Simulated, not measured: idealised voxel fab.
process module | voxel gate over fins
In the cross-section labelled cut, the width is 155 nm and each square cell is 5 nm.
A cross-section is a grid of square cells, given in bands from the top down. A band is one or more rows of cells. The entry gives the band's vertical extent as a top height and a bottom height in nm, then its horizontal make-up as materials from left to right, each with a width in nm. "blank" stands for empty space; a single material marked "all across" fills the band edge to edge. The level at which height equals 0 is the one under which the wafer, as it arrives, is entirely one material. No lower edge exists for the bottom band, which continues downward and is notated as in "0 and below". So if you see something like "30..40" for the width, read it as the top row of the band sitting at the first number and the bottom row at the second, with every row in between moving by the same amount as the last. When a step is marked "no alterations made", none of the cells in the cross-section changed during that step. If an empty space has no open way to the top and is at least 8 cells in size, "Voids, sealed" lists it, written width x height at distance, where distance is measured from the left edge and every value is in nm. Whatever follows a step's settings on its line is a remark the simulator itself makes about that step. overlay nm: where the mask lay relative to plan, measured to the right, on steps with a mask; negatives go left.
### Steps in the process plan
- 1: RECEIVE [material Si]
- 2: CONFORMAL_DEP [material SiN] [thk nm 10]
- 3: DIRECTIONAL_DEP [material aC] [thk nm 10]
- 4: PATTERN [tone cover] [mask id FINS] [material resist] [width nm 15] [pitch nm 35] [thk nm 30] [overlay nm 0]
- 5: DIRECTIONAL_ETCH [etch materials aC] [depth nm 10]
- 6: STRIP [etch materials resist]
- 7: DIRECTIONAL_ETCH [etch materials SiN] [depth nm 10]
- 8: DIRECTIONAL_ETCH [etch materials Si] [depth nm 40]
- 9: STRIP [etch materials aC]
- 10: FILL_DEP [material SiO2] [thk nm 10]
- 11: CMP [height nm 10]
- 12: SELECTIVE_ETCH [etch materials SiO2] [depth nm 25]
- 13: STRIP [etch materials SiN]
- 14: CONFORMAL_DEP [material HfO2] [thk nm 5]
- 15: CONFORMAL_DEP [material TiN] [thk nm 5]
- 16: FILL_DEP [material W] [thk nm 10]
- 17: CMP [height nm 15]
- 18: CONFORMAL_DEP [material SiN] [thk nm 10]
### Here's what the wafer looked like in cross-section when it arrived - that's after step 1
- 0 and below | Si all across
- Voids, sealed: none
### One mistake in running the module, otherwise start and plan as above: cross-section at the end
- 25 down to 15 | SiN all across
- 15 down to 10 | W all across
- 10 down to 5 | TiN all across
- 5 down to 0 | HfO2: 55  TiN: 5  HfO2: 30  TiN: 5  HfO2: 60
- 0 down to -10 | Si: 50  HfO2: 5  TiN: 5  HfO2: 5  Si: 20  HfO2: 5  TiN: 5  HfO2: 5  Si: 55
- -10 down to -15 | Si: 50  HfO2: 15  Si: 20  HfO2: 15  Si: 55
- -15 down to -40 | Si: 50  SiO2: 15  Si: 20  SiO2: 15  Si: 55
- -40 and below | Si all across
- Voids, sealed: none
Short version of what went wrong: note that step 4 departed from the planned setting and was carried out as PATTERN [tone open] [mask id FINS] [material resist] [width nm 15] [pitch nm 35] [thk nm 30] [overlay nm 0]
